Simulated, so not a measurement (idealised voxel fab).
The document below concerns the process module designated voxel transistor to metal.
Xsec cut, 200 nm wide, square cell size 5 nm.
Cross-section spec: square-cell grid; bands listed top down; each band is one or more rows.
Read a band's entry like this: the first values are the height of its top and the height of its bottom in nm, and what follows is the sequence of materials from left to right, each with its width in nm. Note that "empty" is empty space, and that a single material marked "throughout" reaches across the band from edge to edge.
Heights are measured from 0, the level below which the as-received wafer is all one material; the lowest band has no bottom and continues downward, written as in "0 and below".
A two-number width, for instance "30->40", indicates that the width is equal to the first number in the top row of the band and to the second number in the bottom row, and that it changes by a constant amount per row of cells.
Key: "same as before" - step with no changed cell in the cross-section.
Empty spaces without an open route to the top, at least 8 cells in extent, make up the entry "Completely enclosed voids"; each is given as width x height at distance, where the distance is measured from the left edge, and all are in nm.
Step line, after settings: the simulator's comment on this step.
Regarding "overlay nm": on a step with a mask, it is the distance the mask lay to the right of its planned place; a negative value places it to the left.
Process steps - plan
1 RECEIVE [material Si]
2 OXIDIZE [depth nm 5]
3 CONFORMAL_DEP [material SiN] [thk nm 10]
4 MASKED_ETCH [tone cover] [mask id ACTIVE] [width nm 110] [etch materials SiN] [depth nm 10] [overlay nm 0]
5 MASKED_ETCH [tone cover] [mask id ACTIVE] [width nm 110] [etch materials SiO2] [depth nm 5] [overlay nm 0]
6 MASKED_ETCH [tone cover] [mask id ACTIVE] [width nm 110] [etch materials Si] [depth nm 35] [overlay nm 0]
7 OXIDIZE [depth nm 5]
8 FILL_DEP [material SiO2] [thk nm 5]
9 CMP [height nm 10]
10 SELECTIVE_ETCH [etch materials SiO2] [depth nm 10]
11 STRIP [etch materials SiN]
12 SELECTIVE_ETCH [etch materials SiO2] [depth nm 5]
13 OXIDIZE [depth nm 5]
14 DIRECTIONAL_DEP [material polySi] [thk nm 25]
15 DIRECTIONAL_DEP [material SiCN] [thk nm 15]
16 DIRECTIONAL_DEP [material aC] [thk nm 15]
17 PATTERN [tone cover] [mask id GATE] [material resist] [width nm 20] [thk nm 30] [overlay nm 0]
18 DIRECTIONAL_ETCH [etch materials aC] [depth nm 15]
19 STRIP [etch materials resist]
20 DIRECTIONAL_ETCH [etch materials SiCN] [depth nm 25]
21 DIRECTIONAL_ETCH [etch materials polySi] [depth nm 35]
22 STRIP [etch materials aC]
23 CONFORMAL_DEP [material SiO2] [thk nm 5]
24 DIRECTIONAL_ETCH [etch materials SiO2] [depth nm 5]
25 CONFORMAL_DEP [material SiN] [thk nm 5]
26 DIRECTIONAL_ETCH [etch materials SiN] [depth nm 5]
27 DIRECTIONAL_ETCH [etch materials SiO2] [depth nm 5]
28 DIRECTIONAL_ETCH [etch materials Si] [depth nm 10]
29 EPI [material nSi] [thk nm 10]
30 FILL_DEP [material SiO2] [thk nm 10]
31 CMP [height nm 35]
32 DIRECTIONAL_DEP [material SiO2] [thk nm 15]
33 DIRECTIONAL_DEP [material aC] [thk nm 10]
34 PATTERN [tone open] [mask id CONTACT] [material resist] [width nm 20] [pitch nm 80] [thk nm 25] [overlay nm 0]
35 DIRECTIONAL_ETCH [etch materials aC] [depth nm 10]
36 STRIP [etch materials resist]
37 DIRECTIONAL_ETCH [etch materials SiO2] [depth nm 60]
38 STRIP [etch materials aC]
39 CONFORMAL_DEP [material TiN] [thk nm 5]
40 FILL_DEP [material W] [thk nm 10]
41 CMP [height nm 50]
42 CONFORMAL_DEP [material SiN] [thk nm 5]
43 DIRECTIONAL_DEP [material lowk] [thk nm 25]
44 MASKED_ETCH [tone open] [mask id METAL_1] [width nm 20] [pitch nm 80] [etch materials lowk] [depth nm 25] [overlay nm 0]
45 MASKED_ETCH [tone open] [mask id METAL_1] [width nm 20] [pitch nm 80] [etch materials SiN] [depth nm 5] [overlay nm 0]
46 CONFORMAL_DEP [material TiN] [thk nm 5]
47 FILL_DEP [material W] [thk nm 10]
48 CMP [height nm 80]
49 EPI [material Ru] [thk nm 5]
50 FILL_DEP [material SiCN] [thk nm 5]
As-received state of the wafer in cross-section, equivalent to post-step 1
    0 and below  Si throughout
    Completely enclosed voids: none
Final cross-section, module run with one mistake (start and plan as above)
    90 down to 85  SiCN throughout
    85 down to 80  45 SiCN, then 30 Ru, then 50 SiCN, then 30 Ru, then 45 SiCN
    80 down to 55  50 lowk, then 5 TiN, then 10 W, then 5 TiN, then 60 lowk, then 5 TiN, then 10 W, then 5 TiN, then 50 lowk
    55 down to 50  50 SiN, then 20 TiN, then 60 SiN, then 20 TiN, then 50 SiN
    50 down to 35  55 SiO2, then 5 TiN, then 5 W, then 5 TiN, then 65 SiO2, then 5 TiN, then 5 W, then 5 TiN, then 50 SiO2
    35 down to 20  55 SiO2, then 5 TiN, then 5 W, then 5 TiN, then 10 SiO2, then 5 SiN, then 5 SiO2, then 20 SiCN, then 5 SiO2, then 5 SiN, then 15 SiO2, then 5 TiN, then 5 W, then 5 TiN, then 50 SiO2
    20 down to 0  55 SiO2, then 5 TiN, then 5 W, then 5 TiN, then 10 SiO2, then 5 SiN, then 5 SiO2, then 20 polySi, then 5 SiO2, then 5 SiN, then 15 SiO2, then 5 TiN, then 5 W, then 5 TiN, then 50 SiO2
    0 down to -5  55 SiO2, then 5 TiN, then 5 W, then 5 TiN, then 10 nSi, then 5 SiN, then 5 SiO2, then 20 polySi, then 5 SiO2, then 5 SiN, then 10 nSi, then 5 SiO2, then 5 TiN, then 5 W, then 5 TiN, then 50 SiO2
    -5 down to -10  55 SiO2, then 15 TiN, then 10 nSi, then 40 SiO2, then 10 nSi, then 5 SiO2, then 15 TiN, then 50 SiO2
    -10 down to -20  50 SiO2, then 30 nSi, then 40 Si, then 30 nSi, then 50 SiO2
    -20 down to -45  50 SiO2, then 100 Si, then 50 SiO2
    -45 and below  Si throughout
    Completely enclosed voids: none
Deviation from plan: it should be noted that step 34 was executed with settings other than those planned, the operation and settings actually applied being PATTERN [tone open] [mask id CONTACT] [material resist] [width nm 15] [pitch nm 80] [thk nm 25] [overlay nm 0]
